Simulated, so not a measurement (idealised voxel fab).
This section sets out a process module, namely voxel capacitor over wiring.
FYI the section here is cut, 205 nm wide, cells are 5 nm squares.
Cross-sections here: square-cell grids, written as top-down lists of bands, a band being one or more rows of cells. Each band's line starts with the height of the band's top and of its bottom, in nm. Then come its materials from left to right, each with its width in nm. One material with "edge to edge" fills the band from edge to edge. "empty" is empty space. Ref level 0: as-received wafer is one material below here. Bottom band extends down with no lower bound ("0..down"). Per-row width for "30->40": begins at first number (top row of band), ends at second number (bottom row), increment between rows held constant. Step marked "nothing was modified"? Then no cell in the cross-section changed in it. Empty spaces counting at least 8 cells and having no open way to the top are listed in "Closed empty spaces". The notation width x height at distance is used for each, the distance being from the left edge and all three values in nm. Formally, on a step line, whatever follows the settings is a remark that the simulator itself makes on the step. On any step carrying a mask, the "overlay nm" setting, if present on the step's line, tells how far right of its planned place the mask lay; negative values point to the left.

BELOW IS THE LIST OF PLANNED PROCESS STEPS
step 1: RECEIVE,material Si
step 2: CONFORMAL_DEP,material SiO2,thk nm 10
step 3: CONFORMAL_DEP,material SiCN,thk nm 5
step 4: DIRECTIONAL_DEP,material lowk,thk nm 25
step 5: MASKED_ETCH,tone open,mask id METAL_1,width nm 25,pitch nm 90,etch materials lowk,depth nm 25,overlay nm 0
step 6: MASKED_ETCH,tone open,mask id METAL_1,width nm 25,pitch nm 90,etch materials SiCN,depth nm 5,overlay nm 0
step 7: CONFORMAL_DEP,material TiN,thk nm 5
step 8: FILL_DEP,material Cu,thk nm 5
step 9: CMP,height nm 40
step 10: CONFORMAL_DEP,material SiCN,thk nm 5
step 11: DIRECTIONAL_DEP,material lowk,thk nm 10
step 12: MASKED_ETCH,tone open,mask id PLUG_1,width nm 15,etch materials lowk,depth nm 10,overlay nm 0
step 13: MASKED_ETCH,tone open,mask id PLUG_1,width nm 15,etch materials SiCN,depth nm 5,overlay nm 0
step 14: CONFORMAL_DEP,material TiN,thk nm 5
step 15: FILL_DEP,material Ru,thk nm 5
step 16: CMP,height nm 55
step 17: DIRECTIONAL_DEP,material TiN,thk nm 10
step 18: DIRECTIONAL_DEP,material SiN,thk nm 5
step 19: DIRECTIONAL_DEP,material TiN,thk nm 10
step 20: PATTERN,tone cover,mask id UPPER_PLATE,material resist,width nm 70,thk nm 15,overlay nm 0
step 21: DIRECTIONAL_ETCH,etch materials TiN,depth nm 10
step 22: DIRECTIONAL_ETCH,etch materials SiN,depth nm 5
step 23: STRIP,etch materials resist
step 24: PATTERN,tone cover,mask id LOWER_PLATE,material resist,width nm 80,thk nm 20,overlay nm 0
step 25: DIRECTIONAL_ETCH,etch materials TiN,depth nm 10
step 26: STRIP,etch materials resist
step 27: FILL_DEP,material SiO2,thk nm 20
step 28: CMP,height nm 95
step 29: PATTERN,tone open,mask id PLUG_2,material resist,width nm 15,thk nm 20,overlay nm 0
step 30: DIRECTIONAL_ETCH,etch materials SiO2,depth nm 15
step 31: STRIP,etch materials resist
step 32: CONFORMAL_DEP,material TiN,thk nm 5
step 33: FILL_DEP,material Ru,thk nm 10
step 34: CMP,height nm 95
step 35: CONFORMAL_DEP,material SiN,thk nm 5

THE FIRST OF A SET OF TWO WAFERS, RUN TO PLAN

INCOMING WAFER IN CROSS-SECTION (STATE: AFTER STEP 1)
  0..down | Si edge to edge
  Closed empty spaces: none

AFTER STEP 2, IN CROSS-SECTION
  10..0 | SiO2 edge to edge
  Under the height 0 nothing was changed.

AFTER STEP 3, IN CROSS-SECTION
  15..10 | SiCN edge to edge
  Under the height 10 nothing was changed.

AFTER STEP 4, IN CROSS-SECTION
  40..15 | lowk edge to edge
  Under the height 15 nothing was changed.

AFTER STEP 5, IN CROSS-SECTION
  40..15 | lowk: 45; empty: 25; lowk: 65; empty: 25; lowk: 45
  Under the height 15 nothing was changed.

AFTER STEP 6, IN CROSS-SECTION
  40..15 | lowk: 45; empty: 25; lowk: 65; empty: 25; lowk: 45
  15..10 | SiCN: 45; empty: 25; SiCN: 65; empty: 25; SiCN: 45
  Under the height 10 nothing was changed.

AFTER STEP 7, IN CROSS-SECTION
  45..40 | TiN: 50; empty: 15; TiN: 75; empty: 15; TiN: 50
  40..15 | lowk: 45; TiN: 5; empty: 15; TiN: 5; lowk: 65; TiN: 5; empty: 15; TiN: 5; lowk: 45
  15..10 | SiCN: 45; TiN: 25; SiCN: 65; TiN: 25; SiCN: 45
  Under the height 10 nothing was changed.

AFTER STEP 8, IN CROSS-SECTION
  50..45 | Cu edge to edge
  45..40 | TiN: 50; Cu: 15; TiN: 75; Cu: 15; TiN: 50
  40..15 | lowk: 45; TiN: 5; Cu: 15; TiN: 5; lowk: 65; TiN: 5; Cu: 15; TiN: 5; lowk: 45
  Under the height 15 nothing was changed.

AFTER STEP 9, IN CROSS-SECTION
  40..15 | lowk: 45; TiN: 5; Cu: 15; TiN: 5; lowk: 65; TiN: 5; Cu: 15; TiN: 5; lowk: 45
  Under the height 15 nothing was changed.

AFTER STEP 10, IN CROSS-SECTION
  45..40 | SiCN edge to edge
  Under the height 40 nothing was changed.

AFTER STEP 11, IN CROSS-SECTION
  55..45 | lowk edge to edge
  Under the height 45 nothing was changed.

AFTER STEP 12, IN CROSS-SECTION
  55..45 | lowk: 55; empty: 15; lowk: 135
  Under the height 45 nothing was changed.

AFTER STEP 13, IN CROSS-SECTION
  55..45 | lowk: 55; empty: 15; lowk: 135
  45..40 | SiCN: 55; empty: 15; SiCN: 135
  Under the height 40 nothing was changed.

AFTER STEP 14, IN CROSS-SECTION
  60..55 | TiN: 60; empty: 5; TiN: 140
  55..45 | lowk: 55; TiN: 5; empty: 5; TiN: 5; lowk: 135
  45..40 | SiCN: 55; TiN: 15; SiCN: 135
  Under the height 40 nothing was changed.

AFTER STEP 15, IN CROSS-SECTION
  65..60 | Ru edge to edge
  60..55 | TiN: 60; Ru: 5; TiN: 140
  55..45 | lowk: 55; TiN: 5; Ru: 5; TiN: 5; lowk: 135
  Under the height 45 nothing was changed.

AFTER STEP 16, IN CROSS-SECTION
  55..45 | lowk: 55; TiN: 5; Ru: 5; TiN: 5; lowk: 135
  Under the height 45 nothing was changed.

AFTER STEP 17, IN CROSS-SECTION
  65..55 | TiN edge to edge
  Under the height 55 nothing was changed.

AFTER STEP 18, IN CROSS-SECTION
  70..65 | SiN edge to edge
  Under the height 65 nothing was changed.

AFTER STEP 19, IN CROSS-SECTION
  80..70 | TiN edge to edge
  Under the height 70 nothing was changed.

AFTER STEP 20, IN CROSS-SECTION
  95..80 | empty: 55; resist: 70; empty: 80
  Under the height 80 nothing was changed.

AFTER STEP 21, IN CROSS-SECTION
  95..80 | empty: 55; resist: 70; empty: 80
  80..70 | empty: 55; TiN: 70; empty: 80
  Under the height 70 nothing was changed.

AFTER STEP 22, IN CROSS-SECTION
  95..80 | empty: 55; resist: 70; empty: 80
  80..70 | empty: 55; TiN: 70; empty: 80
  70..65 | empty: 55; SiN: 70; empty: 80
  Under the height 65 nothing was changed.

AFTER STEP 23, IN CROSS-SECTION
  80..70 | empty: 55; TiN: 70; empty: 80
  Under the height 70 nothing was changed.

AFTER STEP 24, IN CROSS-SECTION
  100..80 | empty: 50; resist: 80; empty: 75
  80..70 | empty: 50; resist: 5; TiN: 70; resist: 5; empty: 75
  70..65 | empty: 50; resist: 5; SiN: 70; resist: 5; empty: 75
  Under the height 65 nothing was changed.

AFTER STEP 25, IN CROSS-SECTION
  100..80 | empty: 50; resist: 80; empty: 75
  80..70 | empty: 50; resist: 5; TiN: 70; resist: 5; empty: 75
  70..65 | empty: 50; resist: 5; SiN: 70; resist: 5; empty: 75
  65..55 | empty: 50; TiN: 80; empty: 75
  Under the height 55 nothing was changed.

AFTER STEP 26, IN CROSS-SECTION
  80..70 | empty: 55; TiN: 70; empty: 80
  70..65 | empty: 55; SiN: 70; empty: 80
  Under the height 65 nothing was changed.

AFTER STEP 27, IN CROSS-SECTION
  100..80 | SiO2 edge to edge
  80..70 | SiO2: 55; TiN: 70; SiO2: 80
  70..65 | SiO2: 55; SiN: 70; SiO2: 80
  65..55 | SiO2: 50; TiN: 80; SiO2: 75
  Under the height 55 nothing was changed.

AFTER STEP 28, IN CROSS-SECTION
  95..80 | SiO2 edge to edge
  Under the height 80 nothing was changed.

AFTER STEP 29, IN CROSS-SECTION
  115..95 | resist: 65; empty: 15; resist: 125
  Under the height 95 nothing was changed.

AFTER STEP 30, IN CROSS-SECTION
  115..95 | resist: 65; empty: 15; resist: 125
  95..80 | SiO2: 65; empty: 15; SiO2: 125
  Under the height 80 nothing was changed.

AFTER STEP 31, IN CROSS-SECTION
  95..80 | SiO2: 65; empty: 15; SiO2: 125
  Under the height 80 nothing was changed.

AFTER STEP 32, IN CROSS-SECTION
  100..95 | TiN: 70; empty: 5; TiN: 130
  95..85 | SiO2: 65; TiN: 5; empty: 5; TiN: 5; SiO2: 125
  85..80 | SiO2: 65; TiN: 15; SiO2: 125
  Under the height 80 nothing was changed.

AFTER STEP 33, IN CROSS-SECTION
  110..100 | Ru edge to edge
  100..95 | TiN: 70; Ru: 5; TiN: 130
  95..85 | SiO2: 65; TiN: 5; Ru: 5; TiN: 5; SiO2: 125
  Under the height 85 nothing was changed.

AFTER STEP 34, IN CROSS-SECTION
  95..85 | SiO2: 65; TiN: 5; Ru: 5; TiN: 5; SiO2: 125
  Under the height 85 nothing was changed.

AFTER STEP 35, IN CROSS-SECTION
  100..95 | SiN edge to edge
  Under the height 95 nothing was changed.

COMPANION WAFER, THE SECOND OF TWO: SAME BEGINNING, SAME INTENDED SEQUENCE, ONE MISTAKE IN CARRYING IT OUT; THROUGH STEP 10 INCLUSIVE IT TRACKS THE FIRST EXACTLY

Cross-section: second wafer, time at which step 11 was scheduled to end: nothing was modified

Cross-section: second wafer, time at which step 12 was scheduled to end: nothing was modified

CROSS-SECTION: SECOND WAFER, TIME AT WHICH STEP 13 WAS SCHEDULED TO END
  45..40 | SiCN: 55; empty: 15; SiCN: 135
  Under the height 40 nothing was changed.

CROSS-SECTION: SECOND WAFER, TIME AT WHICH STEP 14 WAS SCHEDULED TO END
  50..45 | TiN: 60; empty: 5; TiN: 140
  45..40 | SiCN: 55; TiN: 15; SiCN: 135
  Under the height 40 nothing was changed.

CROSS-SECTION: SECOND WAFER, TIME AT WHICH STEP 15 WAS SCHEDULED TO END
  55..50 | Ru edge to edge
  50..45 | TiN: 60; Ru: 5; TiN: 140
  Under the height 45 nothing was changed.

Cross-section: second wafer, time at which step 16 was scheduled to end: nothing was modified

CROSS-SECTION: SECOND WAFER, TIME AT WHICH STEP 17 WAS SCHEDULED TO END
  65..55 | TiN edge to edge
  Under the height 55 nothing was changed.

CROSS-SECTION: SECOND WAFER, TIME AT WHICH STEP 18 WAS SCHEDULED TO END
  70..65 | SiN edge to edge
  Under the height 65 nothing was changed.

CROSS-SECTION: SECOND WAFER, TIME AT WHICH STEP 19 WAS SCHEDULED TO END
  80..70 | TiN edge to edge
  Under the height 70 nothing was changed.

CROSS-SECTION: SECOND WAFER, TIME AT WHICH STEP 20 WAS SCHEDULED TO END
  95..80 | empty: 55; resist: 70; empty: 80
  Under the height 80 nothing was changed.

CROSS-SECTION: SECOND WAFER, TIME AT WHICH STEP 21 WAS SCHEDULED TO END
  95..80 | empty: 55; resist: 70; empty: 80
  80..70 | empty: 55; TiN: 70; empty: 80
  Under the height 70 nothing was changed.

CROSS-SECTION: SECOND WAFER, TIME AT WHICH STEP 22 WAS SCHEDULED TO END
  95..80 | empty: 55; resist: 70; empty: 80
  80..70 | empty: 55; TiN: 70; empty: 80
  70..65 | empty: 55; SiN: 70; empty: 80
  Under the height 65 nothing was changed.

CROSS-SECTION: SECOND WAFER, TIME AT WHICH STEP 23 WAS SCHEDULED TO END
  80..70 | empty: 55; TiN: 70; empty: 80
  Under the height 70 nothing was changed.

CROSS-SECTION: SECOND WAFER, TIME AT WHICH STEP 24 WAS SCHEDULED TO END
  100..80 | empty: 50; resist: 80; empty: 75
  80..70 | empty: 50; resist: 5; TiN: 70; resist: 5; empty: 75
  70..65 | empty: 50; resist: 5; SiN: 70; resist: 5; empty: 75
  Under the height 65 nothing was changed.

CROSS-SECTION: SECOND WAFER, TIME AT WHICH STEP 25 WAS SCHEDULED TO END
  100..80 | empty: 50; resist: 80; empty: 75
  80..70 | empty: 50; resist: 5; TiN: 70; resist: 5; empty: 75
  70..65 | empty: 50; resist: 5; SiN: 70; resist: 5; empty: 75
  65..55 | empty: 50; TiN: 80; empty: 75
  Under the height 55 nothing was changed.

CROSS-SECTION: SECOND WAFER, TIME AT WHICH STEP 26 WAS SCHEDULED TO END
  80..70 | empty: 55; TiN: 70; empty: 80
  70..65 | empty: 55; SiN: 70; empty: 80
  Under the height 65 nothing was changed.

CROSS-SECTION: SECOND WAFER, TIME AT WHICH STEP 27 WAS SCHEDULED TO END
  100..80 | SiO2 edge to edge
  80..70 | SiO2: 55; TiN: 70; SiO2: 80
  70..65 | SiO2: 55; SiN: 70; SiO2: 80
  65..55 | SiO2: 50; TiN: 80; SiO2: 75
  Under the height 55 nothing was changed.

CROSS-SECTION: SECOND WAFER, TIME AT WHICH STEP 28 WAS SCHEDULED TO END
  95..80 | SiO2 edge to edge
  Under the height 80 nothing was changed.

CROSS-SECTION: SECOND WAFER, TIME AT WHICH STEP 29 WAS SCHEDULED TO END
  115..95 | resist: 65; empty: 15; resist: 125
  Under the height 95 nothing was changed.

CROSS-SECTION: SECOND WAFER, TIME AT WHICH STEP 30 WAS SCHEDULED TO END
  115..95 | resist: 65; empty: 15; resist: 125
  95..80 | SiO2: 65; empty: 15; SiO2: 125
  Under the height 80 nothing was changed.

CROSS-SECTION: SECOND WAFER, TIME AT WHICH STEP 31 WAS SCHEDULED TO END
  95..80 | SiO2: 65; empty: 15; SiO2: 125
  Under the height 80 nothing was changed.

CROSS-SECTION: SECOND WAFER, TIME AT WHICH STEP 32 WAS SCHEDULED TO END
  100..95 | TiN: 70; empty: 5; TiN: 130
  95..85 | SiO2: 65; TiN: 5; empty: 5; TiN: 5; SiO2: 125
  85..80 | SiO2: 65; TiN: 15; SiO2: 125
  Under the height 80 nothing was changed.

CROSS-SECTION: SECOND WAFER, TIME AT WHICH STEP 33 WAS SCHEDULED TO END
  110..100 | Ru edge to edge
  100..95 | TiN: 70; Ru: 5; TiN: 130
  95..85 | SiO2: 65; TiN: 5; Ru: 5; TiN: 5; SiO2: 125
  Under the height 85 nothing was changed.

CROSS-SECTION: SECOND WAFER, TIME AT WHICH STEP 34 WAS SCHEDULED TO END
  95..85 | SiO2: 65; TiN: 5; Ru: 5; TiN: 5; SiO2: 125
  Under the height 85 nothing was changed.

CROSS-SECTION: SECOND WAFER, TIME AT WHICH STEP 35 WAS SCHEDULED TO END
  100..95 | SiN edge to edge
  Under the height 95 nothing was changed.
The plan and the run diverged here: the plan's step 11 was left out and never carried out
Wafer comparison, final, in cells, second relative to first, materials more or fewer: Ru: 40 more | TiN: 36 more | lowk: 76 fewer
